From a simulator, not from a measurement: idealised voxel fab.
The process module presented herein is designated voxel capacitor over wiring.
FYI the section here is cut, 270 nm wide, cells are 5 nm squares.
If you're reading a cross-section in this doc, picture square cells in a grid; it comes to you as bands, top ones listed first down to the bottom, and a band can be one or more rows of cells. Top height, bottom height, nm. Materials left to right, width each, nm. Single material + "everywhere" = fills band edge to edge. "air" = empty. Beneath 0, the wafer as received is one material, and that level is where height counting begins. The lowest band goes on downward without a bottom; it is written like "top 0, no bottom". A width given as "30 to 40" starts at the first number in the band's top row and ends at the second number in its bottom row, shifting by an equal amount at every step from row to row. Given "no change occurred" for a step, no cell of the cross-section differs between before and after that step. Entry "Cavities, sealed". Content: empty spaces with no open connection to the top, size 8 cells or greater. Each: width x height at distance. Distance: from left edge. Unit: nm. Where a step's line continues beyond its settings, the continuation is a remark by the simulator itself on that step. overlay nm: how far to the right of its planned place the mask lay on this masked step (negative: to the left).
**So here's the lineup of process steps we planned**
step 1: RECEIVE (material Si)
step 2: CONFORMAL_DEP (material SiO2; thk nm 15)
step 3: CONFORMAL_DEP (material SiCN; thk nm 5)
step 4: DIRECTIONAL_DEP (material SiO2; thk nm 20)
step 5: PATTERN (tone open; mask id METAL_1; material resist; width nm 30; pitch nm 80; thk nm 20; overlay nm 0)
step 6: DIRECTIONAL_ETCH (etch materials SiO2; depth nm 20)
step 7: DIRECTIONAL_ETCH (etch materials SiCN; depth nm 5)
step 8: STRIP (etch materials resist)
step 9: CONFORMAL_DEP (material TiN; thk nm 5)
step 10: FILL_DEP (material Cu; thk nm 5)
step 11: CMP (height nm 40)
step 12: EPI (material Ru; thk nm 5)
step 13: FILL_DEP (material SiCN; thk nm 5)
step 14: DIRECTIONAL_DEP (material lowk; thk nm 20)
step 15: PATTERN (tone open; mask id PLUG_1; material resist; width nm 15; thk nm 15; overlay nm 0)
step 16: DIRECTIONAL_ETCH (etch materials lowk; depth nm 20)
step 17: DIRECTIONAL_ETCH (etch materials SiCN; depth nm 5)
step 18: STRIP (etch materials resist)
step 19: EPI (material Ru; thk nm 10)
step 20: EPI (material Ru; thk nm 10)
step 21: EPI (material Ru; thk nm 5)
step 22: DIRECTIONAL_DEP (material TiN; thk nm 5)
step 23: DIRECTIONAL_DEP (material Al2O3; thk nm 5)
step 24: DIRECTIONAL_DEP (material TiN; thk nm 10)
step 25: DIRECTIONAL_DEP (material aC; thk nm 15)
step 26: PATTERN (tone cover; mask id UPPER_PLATE; material resist; width nm 55; thk nm 35; overlay nm 0)
step 27: DIRECTIONAL_ETCH (etch materials aC; depth nm 15)
step 28: STRIP (etch materials resist)
step 29: DIRECTIONAL_ETCH (etch materials TiN; depth nm 10)
step 30: DIRECTIONAL_ETCH (etch materials Al2O3; depth nm 5)
step 31: STRIP (etch materials aC)
step 32: MASKED_ETCH (tone cover; mask id LOWER_PLATE; width nm 65; etch materials TiN; depth nm 5; overlay nm 0)
step 33: FILL_DEP (material SiO2; thk nm 20)
step 34: CMP (height nm 105)
step 35: PATTERN (tone open; mask id PLUG_2; material resist; width nm 15; thk nm 15; overlay nm 0)
step 36: DIRECTIONAL_ETCH (etch materials SiO2; depth nm 15)
step 37: STRIP (etch materials resist)
step 38: CONFORMAL_DEP (material TiN; thk nm 5)
step 39: FILL_DEP (material W; thk nm 10)
step 40: CMP (height nm 105)
step 41: CONFORMAL_DEP (material SiN; thk nm 5)
**As received (post step 1): cross-section**
* top 0, no bottom | Si everywhere
* Cavities, sealed: none
**Run as planned - first of the two wafers cross-sectioned at the end of the module**
* top 110, bottom 105 | SiN everywhere
* top 105, bottom 95 | 105 SiO2  5 TiN  5 W  5 TiN  150 SiO2
* top 95, bottom 90 | 105 SiO2  15 TiN  150 SiO2
* top 90, bottom 80 | 95 SiO2  55 TiN  120 SiO2
* top 80, bottom 75 | 95 SiO2  55 Al2O3  120 SiO2
* top 75, bottom 70 | 90 SiO2  65 TiN  115 SiO2
* top 70, bottom 50 | 95 lowk  15 Ru  160 lowk
* top 50, bottom 45 | 95 SiCN  15 Ru  160 SiCN
* top 45, bottom 40 | 75 SiCN  40 Ru  40 SiCN  40 Ru  75 SiCN
* top 40, bottom 20 | 80 SiO2  5 TiN  20 Cu  5 TiN  50 SiO2  5 TiN  20 Cu  5 TiN  80 SiO2
* top 20, bottom 15 | 80 SiCN  30 TiN  50 SiCN  30 TiN  80 SiCN
* top 15, bottom 0 | SiO2 everywhere
* top 0, no bottom | Si everywhere
* Cavities, sealed: none
**This is the second of the two wafers, cross-sectioned at the end of the module; it started exactly like the first and was given the same plan, but it was run with one mistake**
* top 110, bottom 105 | SiN everywhere
* top 105, bottom 100 | 105 SiO2  5 TiN  5 W  5 TiN  150 SiO2
* top 100, bottom 90 | 105 to 95 SiO2  15 to 25 TiN  150 SiO2
* top 90, bottom 85 | 95 SiO2  55 TiN  120 SiO2
* top 85, bottom 80 | 95 SiO2  20 Al2O3  35 TiN  120 SiO2
* top 80, bottom 75 | 90 SiO2  25 TiN  35 Al2O3  120 SiO2
* top 75, bottom 70 | 90 SiO2  25 Ru  40 TiN  115 SiO2
* top 70, bottom 50 | 95 lowk  15 Ru  160 lowk
* top 50, bottom 40 | Ru everywhere
* top 40, bottom 20 | 80 SiO2  5 TiN  20 Cu  5 TiN  50 SiO2  5 TiN  20 Cu  5 TiN  80 SiO2
* top 20, bottom 15 | 80 SiCN  30 TiN  50 SiCN  30 TiN  80 SiCN
* top 15, bottom 0 | SiO2 everywhere
* top 0, no bottom | Si everywhere
* Cavities, sealed: none
what went wrong: step 13 went in with a setting other than planned; the actual run was FILL_DEP (material Ru; thk nm 5)
Final difference in cells, second wafer against first, listed per material as more or fewer: Ru +94 | SiCN -89 | SiO2 -3 | TiN -1 | W -1
